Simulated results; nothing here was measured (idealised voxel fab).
Process module name: voxel transistor to metal
Xsec cut, 150 nm wide, square cell size 5 nm.
In this document a cross-section is written as a grid of square cells. It is given as a series of bands, listed from the top down, and a band is one or more rows of cells. The entry gives the band's vertical extent as a top height and a bottom height in nm, then its horizontal make-up as materials from left to right, each with a width in nm. "blank" stands for empty space; a single material marked "everywhere" fills the band edge to edge. Heads up on the height convention: 0 is the point under which the incoming wafer is all one material, and the lowest band has no bottom, it just keeps going down, like "top 0, no bottom". Width: "30 to 40" (first number = top row, second number = bottom row, same change from row to row of cells). Take "nothing different" at face value: in the step it is given for, the cross-section changed in none of its cells. Reported under the label "Tabulated closed voids" are the empty spaces having no open way to the top and comprising 8 cells or more; the notation for each is width x height at distance, in which the distance is measured from the left edge and all three values are in nm. It should be noted that, on the line of a given step, the content following the step's settings is a remark produced by the simulator itself with respect to that step. When a step includes a mask, the "overlay nm" setting on its line states how far to the right of its planned place that mask lay, and negative values state how far to the left.
These are the steps we planned for the process:
step 1: RECEIVE (material Si)
step 2: CONFORMAL_DEP (material SiO2; thk nm 5)
step 3: CONFORMAL_DEP (material SiN; thk nm 10)
step 4: PATTERN (tone cover; mask id ACTIVE; material resist; width nm 115; thk nm 15; overlay nm 0)
step 5: DIRECTIONAL_ETCH (etch materials SiN; depth nm 10)
step 6: DIRECTIONAL_ETCH (etch materials SiO2; depth nm 5)
step 7: DIRECTIONAL_ETCH (etch materials Si; depth nm 20)
step 8: STRIP (etch materials resist)
step 9: FILL_DEP (material SiO2; thk nm 15)
step 10: CMP (height nm 15)
step 11: SELECTIVE_ETCH (etch materials SiO2; depth nm 10)
step 12: STRIP (etch materials SiN)
step 13: SELECTIVE_ETCH (etch materials SiO2; depth nm 5)
step 14: OXIDIZE (depth nm 5)
step 15: DIRECTIONAL_DEP (material polySi; thk nm 20)
step 16: DIRECTIONAL_DEP (material SiCN; thk nm 10)
step 17: DIRECTIONAL_DEP (material aC; thk nm 10)
step 18: PATTERN (tone cover; mask id GATE; material resist; width nm 35; thk nm 30; overlay nm 0)
step 19: DIRECTIONAL_ETCH (etch materials aC; depth nm 10)
step 20: STRIP (etch materials resist)
step 21: DIRECTIONAL_ETCH (etch materials SiCN; depth nm 20)
step 22: DIRECTIONAL_ETCH (etch materials polySi; depth nm 30)
step 23: STRIP (etch materials aC)
step 24: CONFORMAL_DEP (material SiN; thk nm 5)
step 25: DIRECTIONAL_ETCH (etch materials SiN; depth nm 5)
step 26: DIRECTIONAL_ETCH (etch materials SiO2; depth nm 5)
step 27: DIRECTIONAL_ETCH (etch materials Si; depth nm 5)
step 28: EPI (material SiGe; thk nm 10)
step 29: FILL_DEP (material SiO2; thk nm 10)
step 30: CMP (height nm 20)
step 31: STRIP (etch materials polySi)
step 32: SELECTIVE_ETCH (etch materials SiO2; depth nm 5)
step 33: CONFORMAL_DEP (material HfO2; thk nm 5)
step 34: CONFORMAL_DEP (material TiN; thk nm 5)
step 35: FILL_DEP (material W; thk nm 5)
step 36: CMP (height nm 15)
step 37: DIRECTIONAL_DEP (material SiO2; thk nm 10)
step 38: PATTERN (tone open; mask id CONTACT; material resist; width nm 15; pitch nm 90; thk nm 20; overlay nm 0)
step 39: DIRECTIONAL_ETCH (etch materials SiO2; depth nm 25)
step 40: STRIP (etch materials resist)
step 41: CONFORMAL_DEP (material TiN; thk nm 5)
step 42: FILL_DEP (material W; thk nm 5)
step 43: CMP (height nm 25)
step 44: CONFORMAL_DEP (material SiCN; thk nm 5)
step 45: DIRECTIONAL_DEP (material lowk; thk nm 20)
step 46: PATTERN (tone open; mask id METAL_1; material resist; width nm 15; pitch nm 90; thk nm 15; overlay nm 0)
step 47: DIRECTIONAL_ETCH (etch materials lowk; depth nm 20)
step 48: DIRECTIONAL_ETCH (etch materials SiCN; depth nm 5)
step 49: STRIP (etch materials resist)
step 50: CONFORMAL_DEP (material TiN; thk nm 5)
step 51: FILL_DEP (material Ru; thk nm 5)
step 52: CMP (height nm 50)
step 53: EPI (material Ru; thk nm 5)
step 54: FILL_DEP (material SiCN; thk nm 5)
Cross-section of the wafer upon arrival, representing the state reached after step 1:
	top 0, no bottom: Si everywhere
	Tabulated closed voids: none
The first of two wafers, cross-sectioned at the end of the module, with the run proceeding as planned:
	top 60, bottom 55: SiCN everywhere
	top 55, bottom 50: 15 SiCN, then 25 Ru, then 65 SiCN, then 25 Ru, then 20 SiCN
	top 50, bottom 30: 20 lowk, then 5 TiN, then 5 Ru, then 5 TiN, then 75 lowk, then 5 TiN, then 5 Ru, then 5 TiN, then 25 lowk
	top 30, bottom 25: 20 SiCN, then 15 TiN, then 75 SiCN, then 15 TiN, then 25 SiCN
	top 25, bottom 15: 20 SiO2, then 5 TiN, then 5 W, then 5 TiN, then 75 SiO2, then 5 TiN, then 5 W, then 5 TiN, then 25 SiO2
	top 15, bottom 5: 20 SiO2, then 5 TiN, then 5 W, then 5 TiN, then 15 SiO2, then 5 SiN, then 5 HfO2, then 5 TiN, then 15 W, then 5 TiN, then 5 HfO2, then 5 SiN, then 15 SiO2, then 5 TiN, then 5 W, then 5 TiN, then 25 SiO2
	top 5, bottom 0: 20 SiO2, then 15 TiN, then 5 SiO2, then 10 SiGe, then 5 SiN, then 5 HfO2, then 25 TiN, then 5 HfO2, then 5 SiN, then 10 SiGe, then 5 SiO2, then 15 TiN, then 25 SiO2
	top 0, bottom -5: 10 SiO2, then 40 SiGe, then 45 HfO2, then 40 SiGe, then 15 SiO2
	top -5, bottom -10: 15 SiO2, then 35 SiGe, then 45 Si, then 35 SiGe, then 20 SiO2
	top -10, bottom -20: 15 SiO2, then 115 Si, then 20 SiO2
	top -20, no bottom: Si everywhere
	Tabulated closed voids: none
Wafer two cross-section, module end. Start and plan unchanged from wafer one; one mistake made during the run:
	top 65, bottom 60: SiCN everywhere
	top 60, bottom 55: Ru everywhere
	top 55, bottom 50: 25 TiN, then 5 Ru, then 85 TiN, then 5 Ru, then 30 TiN
	top 50, bottom 30: 20 lowk, then 5 TiN, then 5 Ru, then 5 TiN, then 75 lowk, then 5 TiN, then 5 Ru, then 5 TiN, then 25 lowk
	top 30, bottom 25: 20 SiCN, then 15 TiN, then 75 SiCN, then 15 TiN, then 25 SiCN
	top 25, bottom 15: 20 SiO2, then 5 TiN, then 5 W, then 5 TiN, then 75 SiO2, then 5 TiN, then 5 W, then 5 TiN, then 25 SiO2
	top 15, bottom 5: 20 SiO2, then 5 TiN, then 5 W, then 5 TiN, then 15 SiO2, then 5 SiN, then 5 HfO2, then 5 TiN, then 15 W, then 5 TiN, then 5 HfO2, then 5 SiN, then 15 SiO2, then 5 TiN, then 5 W, then 5 TiN, then 25 SiO2
	top 5, bottom 0: 20 SiO2, then 15 TiN, then 5 SiO2, then 10 SiGe, then 5 SiN, then 5 HfO2, then 25 TiN, then 5 HfO2, then 5 SiN, then 10 SiGe, then 5 SiO2, then 15 TiN, then 25 SiO2
	top 0, bottom -5: 10 SiO2, then 40 SiGe, then 45 HfO2, then 40 SiGe, then 15 SiO2
	top -5, bottom -10: 15 SiO2, then 35 SiGe, then 45 Si, then 35 SiGe, then 20 SiO2
	top -10, bottom -20: 15 SiO2, then 115 Si, then 20 SiO2
	top -20, no bottom: Si everywhere
	Tabulated closed voids: none
What was done differently from what was planned? it should be noted that step 52 was executed with settings other than those planned, the operation and settings actually applied being CMP (height nm 55)
The second wafer ends with more or fewer cells of some materials than the first, per final count: Ru +22, SiCN -20, TiN +28
